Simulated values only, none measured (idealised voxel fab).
process module | voxel self aligned vias
cross-section cut | 200 nm wide | cells 5 nm
A cross-section is a grid of square cells, given in bands from the top down. A band is one or more rows of cells.
Each band's line starts with the height of the band's top and of its bottom, in nm. Then come its materials from left to right, each with its width in nm. One material with "throughout" fills the band from edge to edge. "air" is empty space.
Height 0 is the level under which the wafer as received is all one material. The lowest band goes on downwards, as in "0 down".
A width such as "30 to 40" changes by the same amount from each row of cells to the next, from the band's top row to its bottom row.
"no change" after a step means that no cell of the cross-section changed.
closed voids: empty space of 8 cells or more with no open way to the top, each as width x height at its distance from the left edge, in nm
after a step's settings: what the simulator itself notes on the step
overlay nm, on a step with a mask: how far to the right of its planned place the mask lay; to the left if negative
Each pair below shows a cross-section before one step and the cross-section after it, down to the lowest band that changed. The line under each pair gives the step between them, with its settings. The pairs can come from different runs of this module on the same starting wafer, so a pair continues from the pair above only where its "before" says so.
before
  75 to 65: aC throughout
  65 to 45: lowk throughout
  45 to 35: lowk 55 | SiN 20 | lowk 40 | SiN 20 | lowk 65
  35 to 20: lowk 55 | TiN 5 | W 10 | TiN 5 | lowk 40 | TiN 5 | W 10 | TiN 5 | lowk 65
  20 to 15: lowk 55 | TiN 20 | lowk 40 | TiN 20 | lowk 65
  15 to 10: SiCN throughout
  10 to 0: SiO2 throughout
  0 down: Si throughout
  closed voids: none
after
  100 to 75: resist 55 | air 30 | resist 115
  below 75: unchanged
  closed voids: none
the step between: op PATTERN | tone open | mask id VIAS | material resist | width nm 30 | thk nm 25 | overlay nm 0
before: the cross-section after the pair above
after
  90 to 75: resist 55 | air 30 | resist 115
  75 to 65: aC 55 | air 30 | aC 115
  below 65: unchanged
  closed voids: none
the step between: op DIRECTIONAL_ETCH | etch materials aC | depth nm 10
before: the cross-section after the pair above
after
  75 to 65: aC 55 | air 30 | aC 115
  below 65: unchanged
  closed voids: none
the step between: op STRIP | etch materials resist
before: the cross-section after the pair above
after
  75 to 65: aC 55 | air 30 | aC 115
  65 to 45: lowk 55 | air 30 | lowk 115
  below 45: unchanged
  closed voids: none
the step between: op DIRECTIONAL_ETCH | etch materials lowk | depth nm 20
before: the cross-section after the pair above
after
  75 to 65: aC 55 | air 30 | aC 115
  65 to 45: lowk 55 | air 30 | lowk 115
  45 to 35: lowk 55 | air 20 | lowk 40 | SiN 20 | lowk 65
  below 35: unchanged
  closed voids: none
the step between: op DIRECTIONAL_ETCH | etch materials SiN | depth nm 10
before: the cross-section after the pair above
after
  65 to 45: lowk 55 | air 30 | lowk 115
  below 45: unchanged
  closed voids: none
the step between: op STRIP | etch materials aC
before: the cross-section after the pair above
after
  70 to 65: TiN 60 | air 20 | TiN 120
  65 to 50: lowk 55 | TiN 5 | air 20 | TiN 5 | lowk 115
  50 to 45: lowk 55 | TiN 5 | air 10 | TiN 15 | lowk 115
  45 to 40: lowk 55 | TiN 5 | air 10 | TiN 5 | lowk 40 | SiN 20 | lowk 65
  40 to 35: lowk 55 | TiN 20 | lowk 40 | SiN 20 | lowk 65
  below 35: unchanged
  closed voids: none
the step between: op CONFORMAL_DEP | material TiN | thk nm 5
before: the cross-section after the pair above
after
  75 to 70: Ru throughout
  70 to 65: TiN 60 | Ru 20 | TiN 120
  65 to 50: lowk 55 | TiN 5 | Ru 20 | TiN 5 | lowk 115
  50 to 45: lowk 55 | TiN 5 | Ru 10 | TiN 15 | lowk 115
  45 to 40: lowk 55 | TiN 5 | Ru 10 | TiN 5 | lowk 40 | SiN 20 | lowk 65
  below 40: unchanged
  closed voids: none
the step between: op FILL_DEP | material Ru | thk nm 5
before: the cross-section after the pair above
after
  65 to 50: lowk 55 | TiN 5 | Ru 20 | TiN 5 | lowk 115
  below 50: unchanged
  closed voids: none
the step between: op CMP | height nm 65
before: the cross-section after the pair above
after
  70 to 65: SiN throughout
  below 65: unchanged
  closed voids: none
the step between: op CONFORMAL_DEP | material SiN | thk nm 5
before
  45 to 20: lowk 60 | TiN 5 | W 10 | TiN 5 | lowk 40 | TiN 5 | W 10 | TiN 5 | lowk 60
  20 to 15: lowk 60 | TiN 20 | lowk 40 | TiN 20 | lowk 60
  15 to 10: SiCN throughout
  10 to 0: SiO2 throughout
  0 down: Si throughout
  closed voids: none
after
  45 to 35: lowk 60 | TiN 5 | air 10 | TiN 5 | lowk 40 | TiN 5 | air 10 | TiN 5 | lowk 60
  below 35: unchanged
  closed voids: none
the step between: op SELECTIVE_ETCH | etch materials W | depth nm 10
before: the cross-section after the pair above
after
  55 to 45: SiN throughout
  45 to 35: lowk 60 | TiN 5 | SiN 10 | TiN 5 | lowk 40 | TiN 5 | SiN 10 | TiN 5 | lowk 60
  below 35: unchanged
  closed voids: none
the step between: op FILL_DEP | material SiN | thk nm 10
before: the cross-section after the pair above
after
  45 to 35: lowk 60 | TiN 5 | SiN 10 | TiN 5 | lowk 40 | TiN 5 | SiN 10 | TiN 5 | lowk 60
  below 35: unchanged
  closed voids: none
the step between: op CMP | height nm 45
before: the cross-section after the pair above
after
  65 to 45: lowk throughout
  below 45: unchanged
  closed voids: none
the step between: op DIRECTIONAL_DEP | material lowk | thk nm 20
before: the cross-section after the pair above
after
  75 to 65: aC throughout
  below 65: unchanged
  closed voids: none
the step between: op DIRECTIONAL_DEP | material aC | thk nm 10
before: the cross-section after the pair above
after
  100 to 75: resist 55 | air 30 | resist 115
  below 75: unchanged
  closed voids: none
the step between: op PATTERN | tone open | mask id VIAS | material resist | width nm 30 | thk nm 25 | overlay nm 0
before: the cross-section after the pair above
after
  90 to 75: resist 55 | air 30 | resist 115
  75 to 65: aC 55 | air 30 | aC 115
  below 65: unchanged
  closed voids: none
the step between: op DIRECTIONAL_ETCH | etch materials aC | depth nm 10
before: the cross-section after the pair above
after
  75 to 65: aC 55 | air 30 | aC 115
  below 65: unchanged
  closed voids: none
the step between: op STRIP | etch materials resist
before: the cross-section after the pair above
after
  75 to 65: aC 55 | air 30 | aC 115
  65 to 45: lowk 55 | air 30 | lowk 115
  below 45: unchanged
  closed voids: none
the step between: op DIRECTIONAL_ETCH | etch materials lowk | depth nm 20
before: the cross-section after the pair above
after
  75 to 65: aC 55 | air 30 | aC 115
  65 to 45: lowk 55 | air 30 | lowk 115
  45 to 35: lowk 60 | TiN 5 | air 10 | TiN 5 | lowk 40 | TiN 5 | SiN 10 | TiN 5 | lowk 60
  below 35: unchanged
  closed voids: none
the step between: op DIRECTIONAL_ETCH | etch materials SiN | depth nm 10
before: the cross-section after the pair above
after
  65 to 45: lowk 55 | air 30 | lowk 115
  below 45: unchanged
  closed voids: none
the step between: op STRIP | etch materials aC
before: the cross-section after the pair above
after
  70 to 65: TiN 60 | air 20 | TiN 120
  65 to 50: lowk 55 | TiN 5 | air 20 | TiN 5 | lowk 115
  50 to 45: lowk 55 | TiN 30 | lowk 115
  45 to 35: lowk 60 | TiN 20 | lowk 40 | TiN 5 | SiN 10 | TiN 5 | lowk 60
  below 35: unchanged
  closed voids: none
the step between: op CONFORMAL_DEP | material TiN | thk nm 5
before: the cross-section after the pair above
after
  75 to 70: Ru throughout
  70 to 65: TiN 60 | Ru 20 | TiN 120
  65 to 50: lowk 55 | TiN 5 | Ru 20 | TiN 5 | lowk 115
  below 50: unchanged
  closed voids: none
the step between: op FILL_DEP | material Ru | thk nm 5
before: the cross-section after the pair above
after
  65 to 50: lowk 55 | TiN 5 | Ru 20 | TiN 5 | lowk 115
  below 50: unchanged
  closed voids: none
the step between: op CMP | height nm 65
before: the cross-section after the pair above
after
  70 to 65: SiN throughout
  below 65: unchanged
  closed voids: none
the step between: op CONFORMAL_DEP | material SiN | thk nm 5
before
  60 to 45: aC throughout
  45 to 15: lowk throughout
  15 to 10: SiCN throughout
  10 to 0: SiO2 throughout
  0 down: Si throughout
  closed voids: none
after
  95 to 60: air 60 | resist 20 | air 40 | resist 20 | air 60
  below 60: unchanged
  closed voids: none
the step between: op PATTERN | tone cover | mask id LINES | material resist | width nm 20 | pitch nm 60 | thk nm 35 | overlay nm 0
before: the cross-section after the pair above
after
  80 to 60: air 60 | resist 20 | air 40 | resist 20 | air 60
  60 to 45: air 60 | aC 20 | air 40 | aC 20 | air 60
  below 45: unchanged
  closed voids: none
the step between: op DIRECTIONAL_ETCH | etch materials aC | depth nm 15
before: the cross-section after the pair above
after
  60 to 45: air 60 | aC 20 | air 40 | aC 20 | air 60
  below 45: unchanged
  closed voids: none
the step between: op STRIP | etch materials resist
before: the cross-section after the pair above
after
  60 to 45: air 60 | aC 20 | air 40 | aC 20 | air 60
  45 to 15: air 60 | lowk 20 | air 40 | lowk 20 | air 60
  below 15: unchanged
  closed voids: none
the step between: op DIRECTIONAL_ETCH | etch materials lowk | depth nm 30
before: the cross-section after the pair above
after
  45 to 15: air 60 | lowk 20 | air 40 | lowk 20 | air 60
  below 15: unchanged
  closed voids: none
the step between: op STRIP | etch materials aC
before: the cross-section after the pair above
after
  50 to 45: air 55 | TiN 30 | air 30 | TiN 30 | air 55
  45 to 20: air 55 | TiN 5 | lowk 20 | TiN 5 | air 30 | TiN 5 | lowk 20 | TiN 5 | air 55
  20 to 15: TiN 60 | lowk 20 | TiN 40 | lowk 20 | TiN 60
  below 15: unchanged
  closed voids: none
the step between: op CONFORMAL_DEP | material TiN | thk nm 5
before: the cross-section after the pair above
after
  55 to 50: W throughout
  50 to 45: W 55 | TiN 30 | W 30 | TiN 30 | W 55
  45 to 20: W 55 | TiN 5 | lowk 20 | TiN 5 | W 30 | TiN 5 | lowk 20 | TiN 5 | W 55
  below 20: unchanged
  closed voids: none
the step between: op FILL_DEP | material W | thk nm 5
before: the cross-section after the pair above
after
  45 to 20: W 55 | TiN 5 | lowk 20 | TiN 5 | W 30 | TiN 5 | lowk 20 | TiN 5 | W 55
  below 20: unchanged
  closed voids: none
the step between: op CMP | height nm 45
before: the cross-section after the pair above
after
  45 to 35: air 60 | lowk 20 | air 40 | lowk 20 | air 60
  below 35: unchanged
  closed voids: none
the step between: op SELECTIVE_ETCH | etch materials W Ru TiN | depth nm 10
before: the cross-section after the pair above
after
  55 to 45: SiN throughout
  45 to 35: SiN 60 | lowk 20 | SiN 40 | lowk 20 | SiN 60
  below 35: unchanged
  closed voids: none
the step between: op FILL_DEP | material SiN | thk nm 10
before: the cross-section after the pair above
after
  45 to 35: SiN 60 | lowk 20 | SiN 40 | lowk 20 | SiN 60
  below 35: unchanged
  closed voids: none
the step between: op CMP | height nm 45
before: the cross-section after the pair above
after
  65 to 45: lowk throughout
  below 45: unchanged
  closed voids: none
the step between: op DIRECTIONAL_DEP | material lowk | thk nm 20
before: the cross-section after the pair above
after
  75 to 65: aC throughout
  below 65: unchanged
  closed voids: none
the step between: op DIRECTIONAL_DEP | material aC | thk nm 10
before: the cross-section after the pair above
after
  100 to 75: resist 55 | air 30 | resist 115
  below 75: unchanged
  closed voids: none
the step between: op PATTERN | tone open | mask id VIAS | material resist | width nm 30 | thk nm 25 | overlay nm 0
before: the cross-section after the pair above
after
  90 to 75: resist 55 | air 30 | resist 115
  75 to 65: aC 55 | air 30 | aC 115
  below 65: unchanged
  closed voids: none
the step between: op DIRECTIONAL_ETCH | etch materials aC | depth nm 10
before: the cross-section after the pair above
after
  75 to 65: aC 55 | air 30 | aC 115
  below 65: unchanged
  closed voids: none
the step between: op STRIP | etch materials resist
before: the cross-section after the pair above
after
  75 to 65: aC 55 | air 30 | aC 115
  65 to 45: lowk 55 | air 30 | lowk 115
  below 45: unchanged
  closed voids: none
the step between: op DIRECTIONAL_ETCH | etch materials lowk | depth nm 20
before: the cross-section after the pair above
after
  75 to 65: aC 55 | air 30 | aC 115
  65 to 45: lowk 55 | air 30 | lowk 115
  45 to 35: SiN 55 | air 5 | lowk 20 | air 5 | SiN 35 | lowk 20 | SiN 60
  below 35: unchanged
  closed voids: none
the step between: op DIRECTIONAL_ETCH | etch materials SiN | depth nm 10
before: the cross-section after the pair above
after
  65 to 45: lowk 55 | air 30 | lowk 115
  below 45: unchanged
  closed voids: none
the step between: op STRIP | etch materials aC
before: the cross-section after the pair above
after
  70 to 65: TiN 60 | air 20 | TiN 120
  65 to 50: lowk 55 | TiN 5 | air 20 | TiN 5 | lowk 115
  50 to 45: lowk 55 | TiN 30 | lowk 115
  45 to 35: SiN 55 | TiN 5 | lowk 20 | TiN 5 | SiN 35 | lowk 20 | SiN 60
  below 35: unchanged
  closed voids: none
the step between: op CONFORMAL_DEP | material TiN | thk nm 5
before: the cross-section after the pair above
after
  75 to 70: Ru throughout
  70 to 65: TiN 60 | Ru 20 | TiN 120
  65 to 50: lowk 55 | TiN 5 | Ru 20 | TiN 5 | lowk 115
  below 50: unchanged
  closed voids: none
the step between: op FILL_DEP | material Ru | thk nm 5
before: the cross-section after the pair above
after
  65 to 50: lowk 55 | TiN 5 | Ru 20 | TiN 5 | lowk 115
  below 50: unchanged
  closed voids: none
the step between: op CMP | height nm 65
before: the cross-section after the pair above
after
  70 to 65: SiN throughout
  below 65: unchanged
  closed voids: none
the step between: op CONFORMAL_DEP | material SiN | thk nm 5
